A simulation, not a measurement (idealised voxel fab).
process module | voxel ribs on slabs
cross-section cut | 265 nm wide | cells 5 nm
A cross-section is a grid of square cells, given in bands from the top down. A band is one or more rows of cells.
Each band's line starts with the height of the band's top and of its bottom, in nm. Then come its materials from left to right, each with its width in nm. One material with "throughout" fills the band from edge to edge. "air" is empty space.
Height 0 is the level under which the wafer as received is all one material. The lowest band goes on downwards, as in "0 down".
A width such as "30 to 40" changes by the same amount from each row of cells to the next, from the band's top row to its bottom row.
"no change" after a step means that no cell of the cross-section changed.
closed voids: empty space of 8 cells or more with no open way to the top, each as width x height at its distance from the left edge, in nm
after a step's settings: what the simulator itself notes on the step
overlay nm, on a step with a mask: how far to the right of its planned place the mask lay; to the left if negative
plan
1 op RECEIVE | material Si
2 op DIRECTIONAL_DEP | material SiO2 | thk nm 20
3 op DIRECTIONAL_DEP | material SiN | thk nm 25
4 op DIRECTIONAL_DEP | material aC | thk nm 10
5 op PATTERN | tone cover | mask id RIB | material resist | width nm 25 | thk nm 25 | overlay nm 0
6 op DIRECTIONAL_ETCH | etch materials aC | depth nm 10
7 op STRIP | etch materials resist
8 op DIRECTIONAL_ETCH | etch materials SiN | depth nm 20
9 op STRIP | etch materials aC
10 op MASKED_ETCH | tone cover | mask id SLAB | width nm 75 | etch materials SiN | depth nm 5 | overlay nm 0
11 op FILL_DEP | material SiO2 | thk nm 15
12 op CMP | height nm 55
13 op DIRECTIONAL_DEP | material TiN | thk nm 5
14 op MASKED_ETCH | tone cover | mask id HEATER | width nm 35 | etch materials TiN | depth nm 5 | overlay nm 0
15 op CONFORMAL_DEP | material SiO2 | thk nm 5
as received, after step 1
  0 down: Si throughout
  closed voids: none
a wafer at the end: this start, this plan, one mistake
  65 to 60: air 110 | SiO2 45 | air 110
  60 to 55: SiO2 115 | TiN 35 | SiO2 115
  55 to 45: SiO2 throughout
  45 to 20: TiN throughout
  20 to 0: SiO2 throughout
  0 down: Si throughout
  closed voids: none
what went wrong: step 3 ran as: op DIRECTIONAL_DEP | material TiN | thk nm 25
